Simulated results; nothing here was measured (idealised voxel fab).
process module | voxel self aligned contacts
cross-section cut | 200 nm wide | cells 5 nm
A cross-section is a grid of square cells, given in bands from the top down. A band is one or more rows of cells.
Each band's line starts with the height of the band's top and of its bottom, in nm. Then come its materials from left to right, each with its width in nm. One material with "throughout" fills the band from edge to edge. "air" is empty space.
Height 0 is the level under which the wafer as received is all one material. The lowest band goes on downwards, as in "0 down".
A width such as "30 to 40" changes by the same amount from each row of cells to the next, from the band's top row to its bottom row.
"no change" after a step means that no cell of the cross-section changed.
closed voids: empty space of 8 cells or more with no open way to the top, each as width x height at its distance from the left edge, in nm
after a step's settings: what the simulator itself notes on the step
overlay nm, on a step with a mask: how far to the right of its planned place the mask lay; to the left if negative
plan
1 op RECEIVE | material Si
2 op CONFORMAL_DEP | material SiO2 | thk nm 5
3 op DIRECTIONAL_DEP | material polySi | thk nm 30
4 op DIRECTIONAL_DEP | material SiN | thk nm 20
5 op DIRECTIONAL_DEP | material aC | thk nm 15
6 op PATTERN | tone cover | mask id GATE | material resist | width nm 35 | pitch nm 60 | thk nm 35 | overlay nm 0
7 op DIRECTIONAL_ETCH | etch materials aC | depth nm 15
8 op STRIP | etch materials resist
9 op DIRECTIONAL_ETCH | etch materials SiN | depth nm 20
10 op DIRECTIONAL_ETCH | etch materials polySi | depth nm 30
11 op STRIP | etch materials aC
12 op CONFORMAL_DEP | material SiN | thk nm 5
13 op DIRECTIONAL_ETCH | etch materials SiN | depth nm 5
14 op FILL_DEP | material SiO2 | thk nm 15
15 op CMP | height nm 60
16 op MASKED_ETCH | tone open | mask id CONTACT | width nm 35 | pitch nm 60 | etch materials SiO2 | depth nm 60 | overlay nm 0
17 op CONFORMAL_DEP | material TiN | thk nm 5
18 op FILL_DEP | material Ru | thk nm 10
19 op CMP | height nm 60
20 op CONFORMAL_DEP | material SiCN | thk nm 5
varied across the wafers: width nm of step 16. The plan shows the first wafer's value. All wafers start alike
first wafer as received, after step 1
  0 down: Si throughout
  closed voids: none
first wafer at the end, after step 20
  65 to 60: SiCN throughout
  60 to 55: SiO2 50 | TiN 15 | Ru 5 | TiN 15 | SiO2 25 | TiN 15 | Ru 5 | TiN 15 | SiO2 55
  55 to 35: SiO2 15 | SiN 45 | TiN 5 | Ru 5 | TiN 5 | SiN 45 | TiN 5 | Ru 5 | TiN 5 | SiN 45 | SiO2 20
  35 to 5: SiO2 15 | SiN 5 | polySi 35 | SiN 5 | TiN 5 | Ru 5 | TiN 5 | SiN 5 | polySi 35 | SiN 5 | TiN 5 | Ru 5 | TiN 5 | SiN 5 | polySi 35 | SiN 5 | SiO2 20
  5 to 0: SiO2 60 | TiN 15 | SiO2 45 | TiN 15 | SiO2 65
  0 down: Si throughout
  closed voids: none
last wafer at the end
  65 to 60: SiCN throughout
  60 to 55: SiO2 45 | TiN 20 | Ru 5 | TiN 20 | SiO2 15 | TiN 20 | Ru 5 | TiN 20 | SiO2 50
  55 to 35: SiO2 15 | SiN 45 | TiN 5 | Ru 5 | TiN 5 | SiN 45 | TiN 5 | Ru 5 | TiN 5 | SiN 45 | SiO2 20
  35 to 5: SiO2 15 | SiN 5 | polySi 35 | SiN 5 | TiN 5 | Ru 5 | TiN 5 | SiN 5 | polySi 35 | SiN 5 | TiN 5 | Ru 5 | TiN 5 | SiN 5 | polySi 35 | SiN 5 | SiO2 20
  5 to 0: SiO2 60 | TiN 15 | SiO2 45 | TiN 15 | SiO2 65
  0 down: Si throughout
  closed voids: none
each wafer at the end: cells of each material gained (+) or lost (-) since it was received, then its closed voids
width nm 35 | +22 Ru | +40 SiCN | +144 SiN | +130 SiO2 | +58 TiN | +126 polySi | closed voids: none
width nm 40 | +22 Ru | +40 SiCN | +144 SiN | +128 SiO2 | +60 TiN | +126 polySi | closed voids: none
width nm 45 | +22 Ru | +40 SiCN | +144 SiN | +126 SiO2 | +62 TiN | +126 polySi | closed voids: none
